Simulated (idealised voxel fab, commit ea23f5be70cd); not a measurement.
Documented hereafter: the process module known as voxel air gaps.
This is section cut - it's 270 nm across, gridded in 5 nm square cells.
Cross-section format: a grid of square cells, given as bands from top to bottom; each band is one or more rows of cells.
Band entry format. Leading values: height of top, height of bottom, nm. Remainder: materials in left-to-right order, each with its width in nm. Special words: "full width" on a single material, which then fills the band edge to edge; "empty", empty space.
Zero point of the height axis is 0; under it, received wafer = one material. Lowest band: continues down indefinitely, "0 nm and below".
The width entry "30..40" should be interpreted row by row: the top row of cells in the band takes the first number, the bottom row takes the second number, and the change between adjacent rows is uniform throughout.
Step marked "same as before"? Then no cell in the cross-section changed in it.
Voids not open to the top, 8 cells minimum: see "Closed cavity list". Written width x height at distance; distance is from the left edge; nm.
Text after the settings on a step's line: the simulator's own remark on that step.
If you see "overlay nm" on a step's line and that step has a mask, it's telling you how far right of where it was planned the mask ended up; a negative number means it went left instead.
-- List of planned process steps
1: RECEIVE: material Si
2: CONFORMAL_DEP: material SiO2, thk nm 15
3: CONFORMAL_DEP: material SiCN, thk nm 5
4: DIRECTIONAL_DEP: material SiO2, thk nm 30
5: PATTERN: tone open, mask id LINES, material resist, width nm 25, pitch nm 50, thk nm 20, overlay nm 0
6: DIRECTIONAL_ETCH: etch materials SiO2, depth nm 30
7: STRIP: etch materials resist
8: CONFORMAL_DEP: material TiN, thk nm 5
9: FILL_DEP: material Ru, thk nm 10
10: CMP: height nm 50
11: EPI: material Ru, thk nm 10
12: SELECTIVE_ETCH: etch materials SiO2, depth nm 40
13: CONFORMAL_DEP: material SiCN, thk nm 5
-- The cross-section here shows the wafer as received, i.e. in its state after step 1
  0 nm and below  Si full width
  Closed cavity list: none
-- Looking at the first of two wafers in cross-section at end of module - ran to plan
  65 nm to 60 nm  empty: 30; SiCN: 205; empty: 35
  60 nm to 50 nm  empty: 30; SiCN: 5; Ru: 45; SiCN: 5; Ru: 45; SiCN: 5; Ru: 45; SiCN: 5; Ru: 45; SiCN: 5; empty: 35
  50 nm to 45 nm  empty: 30; SiCN: 15; TiN: 5; Ru: 15; TiN: 5; SiCN: 25; TiN: 5; Ru: 15; TiN: 5; SiCN: 25; TiN: 5; Ru: 15; TiN: 5; SiCN: 25; TiN: 5; Ru: 15; TiN: 5; SiCN: 15; empty: 35
  45 nm to 25 nm  empty: 40; SiCN: 5; TiN: 5; Ru: 15; TiN: 5; SiCN: 5; empty: 15; SiCN: 5; TiN: 5; Ru: 15; TiN: 5; SiCN: 5; empty: 15; SiCN: 5; TiN: 5; Ru: 15; TiN: 5; SiCN: 5; empty: 15; SiCN: 5; TiN: 5; Ru: 15; TiN: 5; SiCN: 5; empty: 45
  25 nm to 20 nm  SiCN: 45; TiN: 25; SiCN: 25; TiN: 25; SiCN: 25; TiN: 25; SiCN: 25; TiN: 25; SiCN: 50
  20 nm to 15 nm  SiCN full width
  15 nm to 0 nm  SiO2 full width
  0 nm and below  Si full width
  Closed cavity list: 15 x 20 at 75; 15 x 20 at 125; 15 x 20 at 175
-- second wafer at the end: like start, like plan, one mistake
  55 nm to 45 nm  SiCN full width
  45 nm to 0 nm  SiO2 full width
  0 nm and below  Si full width
  Closed cavity list: none
Want to know what went wrong? step 3 ran in the slot meant for step 4, and vice versa
Counted in cells at the end, the second wafer holds more or fewer of these materials than the first: -132 Ru | -84 SiCN | +324 SiO2 | -60 TiN
At process end, closed voids number 3 in the first wafer and 0 in the second wafer.
